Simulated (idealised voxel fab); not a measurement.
Herein follows the process module entitled voxel capacitor over wiring.
Shown is cross-section cut, with a width of 220 nm and square cells of size 5 nm.
When this document writes out a cross-section, it uses a grid of square cells and lists it as bands, beginning at the top and moving down, with a band standing for one or more rows of cells.
Within each band entry, the heights of the top and of the bottom of the band appear first, in that order and in nm; the materials of the band then follow from left to right, each with its corresponding width in nm. The designation "full width" on a single material indicates that it fills the band from edge to edge; the designation "blank" indicates empty space.
Convention: height 0 is the level below which the wafer, as received, is all one material. The lowest band does not terminate at the bottom but continues downward, represented as "0 -> down".
Width spec "30->40" -> top row of cells at first value, bottom row at second value, equal per-row change in between.
It should be understood that the words "no modification", when stated for a given step, signify that the cross-section underwent no change in any of its cells during that step.
The label "Voids lacking openings" introduces a list of the empty spaces, 8 cells or larger, that have no open way up to the top; each entry in it reads width x height at distance, where the distance is taken from the left edge and all three are stated in nm.
The remark found on a step's line after its settings is issued by the simulator itself and pertains to that step.
When a step includes a mask, the "overlay nm" setting on its line states how far to the right of its planned place that mask lay, and negative values state how far to the left.

[Steps in the process plan]
1) RECEIVE with material Si
2) CONFORMAL_DEP with material SiO2, thk nm 10
3) CONFORMAL_DEP with material SiN, thk nm 5
4) DIRECTIONAL_DEP with material SiO2, thk nm 15
5) PATTERN with tone open, mask id METAL_1, material resist, width nm 20, pitch nm 90, thk nm 20, overlay nm 0
6) DIRECTIONAL_ETCH with etch materials SiO2, depth nm 15
7) DIRECTIONAL_ETCH with etch materials SiN, depth nm 5
8) STRIP with etch materials resist
9) CONFORMAL_DEP with material TiN, thk nm 5
10) FILL_DEP with material Ru, thk nm 5
11) CMP with height nm 30
12) EPI with material Ru, thk nm 5
13) FILL_DEP with material SiCN, thk nm 5
14) DIRECTIONAL_DEP with material lowk, thk nm 20
15) MASKED_ETCH with tone open, mask id PLUG_1, width nm 15, etch materials lowk, depth nm 20, overlay nm 0
16) MASKED_ETCH with tone open, mask id PLUG_1, width nm 15, etch materials SiCN, depth nm 5, overlay nm 0
17) CONFORMAL_DEP with material TiN, thk nm 5
18) FILL_DEP with material Cu, thk nm 10
19) CMP with height nm 60
20) DIRECTIONAL_DEP with material TiN, thk nm 10
21) DIRECTIONAL_DEP with material SiN, thk nm 5
22) DIRECTIONAL_DEP with material TiN, thk nm 5
23) PATTERN with tone cover, mask id UPPER_PLATE, material resist, width nm 75, thk nm 15, overlay nm 0
24) DIRECTIONAL_ETCH with etch materials TiN, depth nm 5
25) DIRECTIONAL_ETCH with etch materials SiN, depth nm 5
26) STRIP with etch materials resist
27) DIRECTIONAL_DEP with material aC, thk nm 10
28) PATTERN with tone cover, mask id LOWER_PLATE, material resist, width nm 85, thk nm 25, overlay nm 0
29) DIRECTIONAL_ETCH with etch materials aC, depth nm 10
30) STRIP with etch materials resist
31) DIRECTIONAL_ETCH with etch materials TiN, depth nm 10
32) STRIP with etch materials aC
33) FILL_DEP with material SiO2, thk nm 20
34) CMP with height nm 95
35) PATTERN with tone open, mask id PLUG_2, material resist, width nm 15, thk nm 15, overlay nm 0
36) DIRECTIONAL_ETCH with etch materials SiO2, depth nm 15
37) STRIP with etch materials resist
38) CONFORMAL_DEP with material TiN, thk nm 5
39) FILL_DEP with material Cu, thk nm 10
40) CMP with height nm 95
41) CONFORMAL_DEP with material SiN, thk nm 5

[So, the first of our two wafers, run just as we planned it]

[Cross-section of the wafer upon arrival, representing the state reached after step 1]
* 0 -> down: Si full width
* Voids lacking openings: none

[Upon completion of step 2, the wafer appears in cross-section as shown]
* 10 -> 0: SiO2 full width
* Lower than 0, everything is as it was.

[Upon completion of step 3, the wafer appears in cross-section as shown]
* 15 -> 10: SiN full width
* Lower than 10, everything is as it was.

[Upon completion of step 4, the wafer appears in cross-section as shown]
* 30 -> 15: SiO2 full width
* Lower than 15, everything is as it was.

[Upon completion of step 5, the wafer appears in cross-section as shown]
* 50 -> 30: 55 nm resist  20 nm blank  70 nm resist  20 nm blank  55 nm resist
* Lower than 30, everything is as it was.

[Upon completion of step 6, the wafer appears in cross-section as shown]
* 50 -> 30: 55 nm resist  20 nm blank  70 nm resist  20 nm blank  55 nm resist
* 30 -> 15: 55 nm SiO2  20 nm blank  70 nm SiO2  20 nm blank  55 nm SiO2
* Lower than 15, everything is as it was.

[Upon completion of step 7, the wafer appears in cross-section as shown]
* 50 -> 30: 55 nm resist  20 nm blank  70 nm resist  20 nm blank  55 nm resist
* 30 -> 15: 55 nm SiO2  20 nm blank  70 nm SiO2  20 nm blank  55 nm SiO2
* 15 -> 10: 55 nm SiN  20 nm blank  70 nm SiN  20 nm blank  55 nm SiN
* Lower than 10, everything is as it was.

[Upon completion of step 8, the wafer appears in cross-section as shown]
* 30 -> 15: 55 nm SiO2  20 nm blank  70 nm SiO2  20 nm blank  55 nm SiO2
* Lower than 15, everything is as it was.

[Upon completion of step 9, the wafer appears in cross-section as shown]
* 35 -> 30: 60 nm TiN  10 nm blank  80 nm TiN  10 nm blank  60 nm TiN
* 30 -> 15: 55 nm SiO2  5 nm TiN  10 nm blank  5 nm TiN  70 nm SiO2  5 nm TiN  10 nm blank  5 nm TiN  55 nm SiO2
* 15 -> 10: 55 nm SiN  20 nm TiN  70 nm SiN  20 nm TiN  55 nm SiN
* Lower than 10, everything is as it was.

[Upon completion of step 10, the wafer appears in cross-section as shown]
* 40 -> 35: Ru full width
* 35 -> 30: 60 nm TiN  10 nm Ru  80 nm TiN  10 nm Ru  60 nm TiN
* 30 -> 15: 55 nm SiO2  5 nm TiN  10 nm Ru  5 nm TiN  70 nm SiO2  5 nm TiN  10 nm Ru  5 nm TiN  55 nm SiO2
* Lower than 15, everything is as it was.

[Upon completion of step 11, the wafer appears in cross-section as shown]
* 30 -> 15: 55 nm SiO2  5 nm TiN  10 nm Ru  5 nm TiN  70 nm SiO2  5 nm TiN  10 nm Ru  5 nm TiN  55 nm SiO2
* Lower than 15, everything is as it was.

[Upon completion of step 12, the wafer appears in cross-section as shown]
* 35 -> 30: 50 nm blank  30 nm Ru  60 nm blank  30 nm Ru  50 nm blank
* Lower than 30, everything is as it was.

[Upon completion of step 13, the wafer appears in cross-section as shown]
* 40 -> 35: SiCN full width
* 35 -> 30: 50 nm SiCN  30 nm Ru  60 nm SiCN  30 nm Ru  50 nm SiCN
* Lower than 30, everything is as it was.

[Upon completion of step 14, the wafer appears in cross-section as shown]
* 60 -> 40: lowk full width
* Lower than 40, everything is as it was.

[Upon completion of step 15, the wafer appears in cross-section as shown]
* 60 -> 40: 60 nm lowk  15 nm blank  145 nm lowk
* Lower than 40, everything is as it was.

[Upon completion of step 16, the wafer appears in cross-section as shown]
* 60 -> 40: 60 nm lowk  15 nm blank  145 nm lowk
* 40 -> 35: 60 nm SiCN  15 nm blank  145 nm SiCN
* Lower than 35, everything is as it was.

[Upon completion of step 17, the wafer appears in cross-section as shown]
* 65 -> 60: 65 nm TiN  5 nm blank  150 nm TiN
* 60 -> 40: 60 nm lowk  5 nm TiN  5 nm blank  5 nm TiN  145 nm lowk
* 40 -> 35: 60 nm SiCN  15 nm TiN  145 nm SiCN
* Lower than 35, everything is as it was.

[Upon completion of step 18, the wafer appears in cross-section as shown]
* 75 -> 65: Cu full width
* 65 -> 60: 65 nm TiN  5 nm Cu  150 nm TiN
* 60 -> 40: 60 nm lowk  5 nm TiN  5 nm Cu  5 nm TiN  145 nm lowk
* Lower than 40, everything is as it was.

[Upon completion of step 19, the wafer appears in cross-section as shown]
* 60 -> 40: 60 nm lowk  5 nm TiN  5 nm Cu  5 nm TiN  145 nm lowk
* Lower than 40, everything is as it was.

[Upon completion of step 20, the wafer appears in cross-section as shown]
* 70 -> 60: TiN full width
* Lower than 60, everything is as it was.

[Upon completion of step 21, the wafer appears in cross-section as shown]
* 75 -> 70: SiN full width
* Lower than 70, everything is as it was.

[Upon completion of step 22, the wafer appears in cross-section as shown]
* 80 -> 75: TiN full width
* Lower than 75, everything is as it was.

[Upon completion of step 23, the wafer appears in cross-section as shown]
* 95 -> 80: 60 nm blank  75 nm resist  85 nm blank
* Lower than 80, everything is as it was.

[Upon completion of step 24, the wafer appears in cross-section as shown]
* 95 -> 80: 60 nm blank  75 nm resist  85 nm blank
* 80 -> 75: 60 nm blank  75 nm TiN  85 nm blank
* Lower than 75, everything is as it was.

[Upon completion of step 25, the wafer appears in cross-section as shown]
* 95 -> 80: 60 nm blank  75 nm resist  85 nm blank
* 80 -> 75: 60 nm blank  75 nm TiN  85 nm blank
* 75 -> 70: 60 nm blank  75 nm SiN  85 nm blank
* Lower than 70, everything is as it was.

[Upon completion of step 26, the wafer appears in cross-section as shown]
* 80 -> 75: 60 nm blank  75 nm TiN  85 nm blank
* Lower than 75, everything is as it was.

[Upon completion of step 27, the wafer appears in cross-section as shown]
* 90 -> 80: 60 nm blank  75 nm aC  85 nm blank
* 80 -> 75: 60 nm aC  75 nm TiN  85 nm aC
* 75 -> 70: 60 nm aC  75 nm SiN  85 nm aC
* Lower than 70, everything is as it was.

[Upon completion of step 28, the wafer appears in cross-section as shown]
* 115 -> 90: 55 nm blank  85 nm resist  80 nm blank
* 90 -> 80: 55 nm blank  5 nm resist  75 nm aC  5 nm resist  80 nm blank
* Lower than 80, everything is as it was.

[Upon completion of step 29, the wafer appears in cross-section as shown]
* 105 -> 90: 55 nm blank  85 nm resist  80 nm blank
* 90 -> 80: 55 nm blank  5 nm resist  75 nm aC  5 nm resist  80 nm blank
* 80 -> 75: 55 nm blank  5 nm aC  75 nm TiN  5 nm aC  80 nm blank
* 75 -> 70: 55 nm blank  5 nm aC  75 nm SiN  5 nm aC  80 nm blank
* Lower than 70, everything is as it was.

[Upon completion of step 30, the wafer appears in cross-section as shown]
* 90 -> 80: 60 nm blank  75 nm aC  85 nm blank
* Lower than 80, everything is as it was.

[Upon completion of step 31, the wafer appears in cross-section as shown]
* 90 -> 80: 60 nm blank  75 nm aC  85 nm blank
* 80 -> 75: 55 nm blank  5 nm aC  75 nm TiN  5 nm aC  80 nm blank
* 75 -> 70: 55 nm blank  5 nm aC  75 nm SiN  5 nm aC  80 nm blank
* 70 -> 60: 55 nm blank  85 nm TiN  80 nm blank
* Lower than 60, everything is as it was.

[Upon completion of step 32, the wafer appears in cross-section as shown]
* 80 -> 75: 60 nm blank  75 nm TiN  85 nm blank
* 75 -> 70: 60 nm blank  75 nm SiN  85 nm blank
* Lower than 70, everything is as it was.

[Upon completion of step 33, the wafer appears in cross-section as shown]
* 100 -> 80: SiO2 full width
* 80 -> 75: 60 nm SiO2  75 nm TiN  85 nm SiO2
* 75 -> 70: 60 nm SiO2  75 nm SiN  85 nm SiO2
* 70 -> 60: 55 nm SiO2  85 nm TiN  80 nm SiO2
* Lower than 60, everything is as it was.

[Upon completion of step 34, the wafer appears in cross-section as shown]
* 95 -> 80: SiO2 full width
* Lower than 80, everything is as it was.

[Upon completion of step 35, the wafer appears in cross-section as shown]
* 110 -> 95: 70 nm resist  15 nm blank  135 nm resist
* Lower than 95, everything is as it was.

[Upon completion of step 36, the wafer appears in cross-section as shown]
* 110 -> 95: 70 nm resist  15 nm blank  135 nm resist
* 95 -> 80: 70 nm SiO2  15 nm blank  135 nm SiO2
* Lower than 80, everything is as it was.

[Upon completion of step 37, the wafer appears in cross-section as shown]
* 95 -> 80: 70 nm SiO2  15 nm blank  135 nm SiO2
* Lower than 80, everything is as it was.

[Upon completion of step 38, the wafer appears in cross-section as shown]
* 100 -> 95: 75 nm TiN  5 nm blank  140 nm TiN
* 95 -> 85: 70 nm SiO2  5 nm TiN  5 nm blank  5 nm TiN  135 nm SiO2
* 85 -> 75: 70->60 nm SiO2  15->75 nm TiN  135->85 nm SiO2
* Lower than 75, everything is as it was.

[Upon completion of step 39, the wafer appears in cross-section as shown]
* 110 -> 100: Cu full width
* 100 -> 95: 75 nm TiN  5 nm Cu  140 nm TiN
* 95 -> 85: 70 nm SiO2  5 nm TiN  5 nm Cu  5 nm TiN  135 nm SiO2
* Lower than 85, everything is as it was.

[Upon completion of step 40, the wafer appears in cross-section as shown]
* 95 -> 85: 70 nm SiO2  5 nm TiN  5 nm Cu  5 nm TiN  135 nm SiO2
* Lower than 85, everything is as it was.

[Upon completion of step 41, the wafer appears in cross-section as shown]
* 100 -> 95: SiN full width
* Lower than 95, everything is as it was.

[Notes, second wafer: start = first wafer's, plan = first wafer's, execution had one mistake; history identical to first through step 2]

[Cross-section of the second wafer corresponding to the planned conclusion of step 3]
* 25 -> 0: SiO2 full width
* Lower than 0, everything is as it was.

[Cross-section of the second wafer corresponding to the planned conclusion of step 4]
* 30 -> 25: SiN full width
* Lower than 25, everything is as it was.

[Cross-section of the second wafer corresponding to the planned conclusion of step 5]
* 50 -> 30: 55 nm resist  20 nm blank  70 nm resist  20 nm blank  55 nm resist
* Lower than 30, everything is as it was.

Cross-section of the second wafer corresponding to the planned conclusion of step 6: no modification

[Cross-section of the second wafer corresponding to the planned conclusion of step 7]
* 50 -> 30: 55 nm resist  20 nm blank  70 nm resist  20 nm blank  55 nm resist
* 30 -> 25: 55 nm SiN  20 nm blank  70 nm SiN  20 nm blank  55 nm SiN
* Lower than 25, everything is as it was.

[Cross-section of the second wafer corresponding to the planned conclusion of step 8]
* 30 -> 25: 55 nm SiN  20 nm blank  70 nm SiN  20 nm blank  55 nm SiN
* Lower than 25, everything is as it was.

[Cross-section of the second wafer corresponding to the planned conclusion of step 9]
* 35 -> 30: 60 nm TiN  10 nm blank  80 nm TiN  10 nm blank  60 nm TiN
* 30 -> 25: 55 nm SiN  20 nm TiN  70 nm SiN  20 nm TiN  55 nm SiN
* Lower than 25, everything is as it was.

[Cross-section of the second wafer corresponding to the planned conclusion of step 10]
* 40 -> 35: Ru full width
* 35 -> 30: 60 nm TiN  10 nm Ru  80 nm TiN  10 nm Ru  60 nm TiN
* Lower than 30, everything is as it was.

[Cross-section of the second wafer corresponding to the planned conclusion of step 11]
* 30 -> 25: 55 nm SiN  20 nm TiN  70 nm SiN  20 nm TiN  55 nm SiN
* Lower than 25, everything is as it was.

[Cross-section of the second wafer corresponding to the planned conclusion of step 12]
* 35 -> 30: 50 nm blank  30 nm Ru  60 nm blank  30 nm Ru  50 nm blank
* Lower than 30, everything is as it was.

[Cross-section of the second wafer corresponding to the planned conclusion of step 13]
* 40 -> 35: SiCN full width
* 35 -> 30: 50 nm SiCN  30 nm Ru  60 nm SiCN  30 nm Ru  50 nm SiCN
* Lower than 30, everything is as it was.

[Cross-section of the second wafer corresponding to the planned conclusion of step 14]
* 60 -> 40: lowk full width
* Lower than 40, everything is as it was.

[Cross-section of the second wafer corresponding to the planned conclusion of step 15]
* 60 -> 40: 60 nm lowk  15 nm blank  145 nm lowk
* Lower than 40, everything is as it was.

[Cross-section of the second wafer corresponding to the planned conclusion of step 16]
* 60 -> 40: 60 nm lowk  15 nm blank  145 nm lowk
* 40 -> 35: 60 nm SiCN  15 nm blank  145 nm SiCN
* Lower than 35, everything is as it was.

[Cross-section of the second wafer corresponding to the planned conclusion of step 17]
* 65 -> 60: 65 nm TiN  5 nm blank  150 nm TiN
* 60 -> 40: 60 nm lowk  5 nm TiN  5 nm blank  5 nm TiN  145 nm lowk
* 40 -> 35: 60 nm SiCN  15 nm TiN  145 nm SiCN
* Lower than 35, everything is as it was.

[Cross-section of the second wafer corresponding to the planned conclusion of step 18]
* 75 -> 65: Cu full width
* 65 -> 60: 65 nm TiN  5 nm Cu  150 nm TiN
* 60 -> 40: 60 nm lowk  5 nm TiN  5 nm Cu  5 nm TiN  145 nm lowk
* Lower than 40, everything is as it was.

[Cross-section of the second wafer corresponding to the planned conclusion of step 19]
* 60 -> 40: 60 nm lowk  5 nm TiN  5 nm Cu  5 nm TiN  145 nm lowk
* Lower than 40, everything is as it was.

[Cross-section of the second wafer corresponding to the planned conclusion of step 20]
* 70 -> 60: TiN full width
* Lower than 60, everything is as it was.

[Cross-section of the second wafer corresponding to the planned conclusion of step 21]
* 75 -> 70: SiN full width
* Lower than 70, everything is as it was.

[Cross-section of the second wafer corresponding to the planned conclusion of step 22]
* 80 -> 75: TiN full width
* Lower than 75, everything is as it was.

[Cross-section of the second wafer corresponding to the planned conclusion of step 23]
* 95 -> 80: 60 nm blank  75 nm resist  85 nm blank
* Lower than 80, everything is as it was.

[Cross-section of the second wafer corresponding to the planned conclusion of step 24]
* 95 -> 80: 60 nm blank  75 nm resist  85 nm blank
* 80 -> 75: 60 nm blank  75 nm TiN  85 nm blank
* Lower than 75, everything is as it was.

[Cross-section of the second wafer corresponding to the planned conclusion of step 25]
* 95 -> 80: 60 nm blank  75 nm resist  85 nm blank
* 80 -> 75: 60 nm blank  75 nm TiN  85 nm blank
* 75 -> 70: 60 nm blank  75 nm SiN  85 nm blank
* Lower than 70, everything is as it was.

[Cross-section of the second wafer corresponding to the planned conclusion of step 26]
* 80 -> 75: 60 nm blank  75 nm TiN  85 nm blank
* Lower than 75, everything is as it was.

[Cross-section of the second wafer corresponding to the planned conclusion of step 27]
* 90 -> 80: 60 nm blank  75 nm aC  85 nm blank
* 80 -> 75: 60 nm aC  75 nm TiN  85 nm aC
* 75 -> 70: 60 nm aC  75 nm SiN  85 nm aC
* Lower than 70, everything is as it was.

[Cross-section of the second wafer corresponding to the planned conclusion of step 28]
* 115 -> 90: 55 nm blank  85 nm resist  80 nm blank
* 90 -> 80: 55 nm blank  5 nm resist  75 nm aC  5 nm resist  80 nm blank
* Lower than 80, everything is as it was.

[Cross-section of the second wafer corresponding to the planned conclusion of step 29]
* 105 -> 90: 55 nm blank  85 nm resist  80 nm blank
* 90 -> 80: 55 nm blank  5 nm resist  75 nm aC  5 nm resist  80 nm blank
* 80 -> 75: 55 nm blank  5 nm aC  75 nm TiN  5 nm aC  80 nm blank
* 75 -> 70: 55 nm blank  5 nm aC  75 nm SiN  5 nm aC  80 nm blank
* Lower than 70, everything is as it was.

[Cross-section of the second wafer corresponding to the planned conclusion of step 30]
* 90 -> 80: 60 nm blank  75 nm aC  85 nm blank
* Lower than 80, everything is as it was.

[Cross-section of the second wafer corresponding to the planned conclusion of step 31]
* 90 -> 80: 60 nm blank  75 nm aC  85 nm blank
* 80 -> 75: 55 nm blank  5 nm aC  75 nm TiN  5 nm aC  80 nm blank
* 75 -> 70: 55 nm blank  5 nm aC  75 nm SiN  5 nm aC  80 nm blank
* 70 -> 60: 55 nm blank  85 nm TiN  80 nm blank
* Lower than 60, everything is as it was.

[Cross-section of the second wafer corresponding to the planned conclusion of step 32]
* 80 -> 75: 60 nm blank  75 nm TiN  85 nm blank
* 75 -> 70: 60 nm blank  75 nm SiN  85 nm blank
* Lower than 70, everything is as it was.

[Cross-section of the second wafer corresponding to the planned conclusion of step 33]
* 100 -> 80: SiO2 full width
* 80 -> 75: 60 nm SiO2  75 nm TiN  85 nm SiO2
* 75 -> 70: 60 nm SiO2  75 nm SiN  85 nm SiO2
* 70 -> 60: 55 nm SiO2  85 nm TiN  80 nm SiO2
* Lower than 60, everything is as it was.

[Cross-section of the second wafer corresponding to the planned conclusion of step 34]
* 95 -> 80: SiO2 full width
* Lower than 80, everything is as it was.

[Cross-section of the second wafer corresponding to the planned conclusion of step 35]
* 110 -> 95: 70 nm resist  15 nm blank  135 nm resist
* Lower than 95, everything is as it was.

[Cross-section of the second wafer corresponding to the planned conclusion of step 36]
* 110 -> 95: 70 nm resist  15 nm blank  135 nm resist
* 95 -> 80: 70 nm SiO2  15 nm blank  135 nm SiO2
* Lower than 80, everything is as it was.

[Cross-section of the second wafer corresponding to the planned conclusion of step 37]
* 95 -> 80: 70 nm SiO2  15 nm blank  135 nm SiO2
* Lower than 80, everything is as it was.

[Cross-section of the second wafer corresponding to the planned conclusion of step 38]
* 100 -> 95: 75 nm TiN  5 nm blank  140 nm TiN
* 95 -> 85: 70 nm SiO2  5 nm TiN  5 nm blank  5 nm TiN  135 nm SiO2
* 85 -> 75: 70->60 nm SiO2  15->75 nm TiN  135->85 nm SiO2
* Lower than 75, everything is as it was.

[Cross-section of the second wafer corresponding to the planned conclusion of step 39]
* 110 -> 100: Cu full width
* 100 -> 95: 75 nm TiN  5 nm Cu  140 nm TiN
* 95 -> 85: 70 nm SiO2  5 nm TiN  5 nm Cu  5 nm TiN  135 nm SiO2
* Lower than 85, everything is as it was.

[Cross-section of the second wafer corresponding to the planned conclusion of step 40]
* 95 -> 85: 70 nm SiO2  5 nm TiN  5 nm Cu  5 nm TiN  135 nm SiO2
* Lower than 85, everything is as it was.

[Cross-section of the second wafer corresponding to the planned conclusion of step 41]
* 100 -> 95: SiN full width
* Lower than 95, everything is as it was.
In executing the process, a mistake was made relative to the plan: step 4 occupied the plan position of step 3, and the converse holds as well
The second wafer ends with more or fewer cells of some materials than the first, per final count: Ru: 12 fewer, SiO2: 24 more, TiN: 12 fewer
